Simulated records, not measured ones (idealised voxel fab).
Process module under the name voxel released beams
The cross-section on display is named cut; it measures 285 nm wide, and its cells are 5 nm squares.
In this document a cross-section is written as a grid of square cells. It is given as a series of bands, listed from the top down, and a band is one or more rows of cells.
In this notation a band is specified by the heights of its top and bottom, in that order and in nm, after which its materials appear from left to right, each paired with its width in nm. The word "edge to edge" attached to a single material means that material fills the band from edge to edge; the word "blank" stands for empty space.
For the purposes of this specification, 0 denotes the height below which the wafer in its as-received condition is composed wholly of one material, and the lowermost band, lacking a lower limit, extends downward without end, as expressed in "0 nm and below".
The two numbers in a width such as "30->40" mark its ends across the band: the first belongs to the top row of cells, the second to the bottom row, and from each row to the next the width moves by the same amount.
"nothing was modified" means the step left every cell of the cross-section as it was.
Heads up: "Enclosed void catalog" only lists the empty pockets with no open path to the top that are 8 cells or more, and it writes them as width x height at distance, distance from the left edge, in nm.
Text after the settings on a step's line: the simulator's own remark on that step.
If you see "overlay nm" on a step's line and that step has a mask, it's telling you how far right of where it was planned the mask ended up; a negative number means it went left instead.

# Process steps (planned)
step 1: op RECEIVE | material Si
step 2: op CONFORMAL_DEP | material SiN | thk nm 5
step 3: op DIRECTIONAL_DEP | material SiO2 | thk nm 20
step 4: op MASKED_ETCH | tone open | mask id ANCHOR | width nm 45 | etch materials SiO2 | depth nm 20 | overlay nm 0
step 5: op CONFORMAL_DEP | material polySi | thk nm 15
step 6: op DIRECTIONAL_DEP | material aC | thk nm 10
step 7: op PATTERN | tone cover | mask id BEAM | material resist | width nm 95 | thk nm 30 | overlay nm 0
step 8: op DIRECTIONAL_ETCH | etch materials aC | depth nm 10
step 9: op STRIP | etch materials resist
step 10: op DIRECTIONAL_ETCH | etch materials polySi | depth nm 15
step 11: op STRIP | etch materials aC
step 12: op STRIP | etch materials SiO2

# The first wafer of two, processed as planned

# Incoming wafer in cross-section (state: after step 1)
  0 nm and below | Si edge to edge
  Enclosed void catalog: none

# Upon completion of step 2, the wafer appears in cross-section as shown
  5 nm to 0 nm | SiN edge to edge
  Under 0: no change, same as before.

# Upon completion of step 3, the wafer appears in cross-section as shown
  25 nm to 5 nm | SiO2 edge to edge
  Under 5: no change, same as before.

# Upon completion of step 4, the wafer appears in cross-section as shown
  25 nm to 5 nm | 95 nm SiO2, then 45 nm blank, then 145 nm SiO2
  Under 5: no change, same as before.

# Upon completion of step 5, the wafer appears in cross-section as shown
  40 nm to 25 nm | 110 nm polySi, then 15 nm blank, then 160 nm polySi
  25 nm to 20 nm | 95 nm SiO2, then 15 nm polySi, then 15 nm blank, then 15 nm polySi, then 145 nm SiO2
  20 nm to 5 nm | 95 nm SiO2, then 45 nm polySi, then 145 nm SiO2
  Under 5: no change, same as before.

# Upon completion of step 6, the wafer appears in cross-section as shown
  50 nm to 40 nm | 110 nm aC, then 15 nm blank, then 160 nm aC
  40 nm to 30 nm | 110 nm polySi, then 15 nm blank, then 160 nm polySi
  30 nm to 25 nm | 110 nm polySi, then 15 nm aC, then 160 nm polySi
  25 nm to 20 nm | 95 nm SiO2, then 15 nm polySi, then 15 nm aC, then 15 nm polySi, then 145 nm SiO2
  Under 20: no change, same as before.

# Upon completion of step 7, the wafer appears in cross-section as shown
  80 nm to 50 nm | 90 nm blank, then 95 nm resist, then 100 nm blank
  50 nm to 40 nm | 110 nm aC, then 15 nm resist, then 160 nm aC
  40 nm to 30 nm | 110 nm polySi, then 15 nm resist, then 160 nm polySi
  Under 30: no change, same as before.

# Upon completion of step 8, the wafer appears in cross-section as shown
  70 nm to 50 nm | 90 nm blank, then 95 nm resist, then 100 nm blank
  50 nm to 40 nm | 90 nm blank, then 20 nm aC, then 15 nm resist, then 60 nm aC, then 100 nm blank
  Under 40: no change, same as before.

# Upon completion of step 9, the wafer appears in cross-section as shown
  50 nm to 40 nm | 90 nm blank, then 20 nm aC, then 15 nm blank, then 60 nm aC, then 100 nm blank
  40 nm to 30 nm | 110 nm polySi, then 15 nm blank, then 160 nm polySi
  Under 30: no change, same as before.

# Upon completion of step 10, the wafer appears in cross-section as shown
  50 nm to 40 nm | 90 nm blank, then 20 nm aC, then 15 nm blank, then 60 nm aC, then 100 nm blank
  40 nm to 30 nm | 90 nm blank, then 20 nm polySi, then 15 nm blank, then 60 nm polySi, then 100 nm blank
  30 nm to 25 nm | 90 nm blank, then 20 nm polySi, then 15 nm aC, then 60 nm polySi, then 100 nm blank
  Under 25: no change, same as before.

# Upon completion of step 11, the wafer appears in cross-section as shown
  40 nm to 25 nm | 90 nm blank, then 20 nm polySi, then 15 nm blank, then 60 nm polySi, then 100 nm blank
  25 nm to 20 nm | 95 nm SiO2, then 15 nm polySi, then 15 nm blank, then 15 nm polySi, then 145 nm SiO2
  Under 20: no change, same as before.

# Upon completion of step 12, the wafer appears in cross-section as shown
  40 nm to 25 nm | 90 nm blank, then 20 nm polySi, then 15 nm blank, then 60 nm polySi, then 100 nm blank
  25 nm to 20 nm | 95 nm blank, then 15 nm polySi, then 15 nm blank, then 15 nm polySi, then 145 nm blank
  20 nm to 5 nm | 95 nm blank, then 45 nm polySi, then 145 nm blank
  Under 5: no change, same as before.

# Second wafer: same start and same plan as the first, one execution error; identical to the first through step 6

# Look at the second wafer in cross-section at the time step 7 ought to have finished
  80 nm to 50 nm | 95 nm blank, then 95 nm resist, then 95 nm blank
  50 nm to 40 nm | 110 nm aC, then 15 nm resist, then 160 nm aC
  40 nm to 30 nm | 110 nm polySi, then 15 nm resist, then 160 nm polySi
  Under 30: no change, same as before.

# Look at the second wafer in cross-section at the time step 8 ought to have finished
  70 nm to 50 nm | 95 nm blank, then 95 nm resist, then 95 nm blank
  50 nm to 40 nm | 95 nm blank, then 15 nm aC, then 15 nm resist, then 65 nm aC, then 95 nm blank
  Under 40: no change, same as before.

# Look at the second wafer in cross-section at the time step 9 ought to have finished
  50 nm to 40 nm | 95 nm blank, then 15 nm aC, then 15 nm blank, then 65 nm aC, then 95 nm blank
  40 nm to 30 nm | 110 nm polySi, then 15 nm blank, then 160 nm polySi
  Under 30: no change, same as before.

# Look at the second wafer in cross-section at the time step 10 ought to have finished
  50 nm to 40 nm | 95 nm blank, then 15 nm aC, then 15 nm blank, then 65 nm aC, then 95 nm blank
  40 nm to 30 nm | 95 nm blank, then 15 nm polySi, then 15 nm blank, then 65 nm polySi, then 95 nm blank
  30 nm to 25 nm | 95 nm blank, then 15 nm polySi, then 15 nm aC, then 65 nm polySi, then 95 nm blank
  Under 25: no change, same as before.

# Look at the second wafer in cross-section at the time step 11 ought to have finished
  40 nm to 25 nm | 95 nm blank, then 15 nm polySi, then 15 nm blank, then 65 nm polySi, then 95 nm blank
  25 nm to 20 nm | 95 nm SiO2, then 15 nm polySi, then 15 nm blank, then 15 nm polySi, then 145 nm SiO2
  Under 20: no change, same as before.

# Look at the second wafer in cross-section at the time step 12 ought to have finished
  40 nm to 25 nm | 95 nm blank, then 15 nm polySi, then 15 nm blank, then 65 nm polySi, then 95 nm blank
  25 nm to 20 nm | 95 nm blank, then 15 nm polySi, then 15 nm blank, then 15 nm polySi, then 145 nm blank
  20 nm to 5 nm | 95 nm blank, then 45 nm polySi, then 145 nm blank
  Under 5: no change, same as before.
Where did the run depart from the plan? step 7 ran as: op PATTERN | tone cover | mask id BEAM | material resist | width nm 95 | thk nm 30 | overlay nm 5
The concluding comparison shows that, measured in cells, each material is equally abundant on both wafers, albeit at different positions.
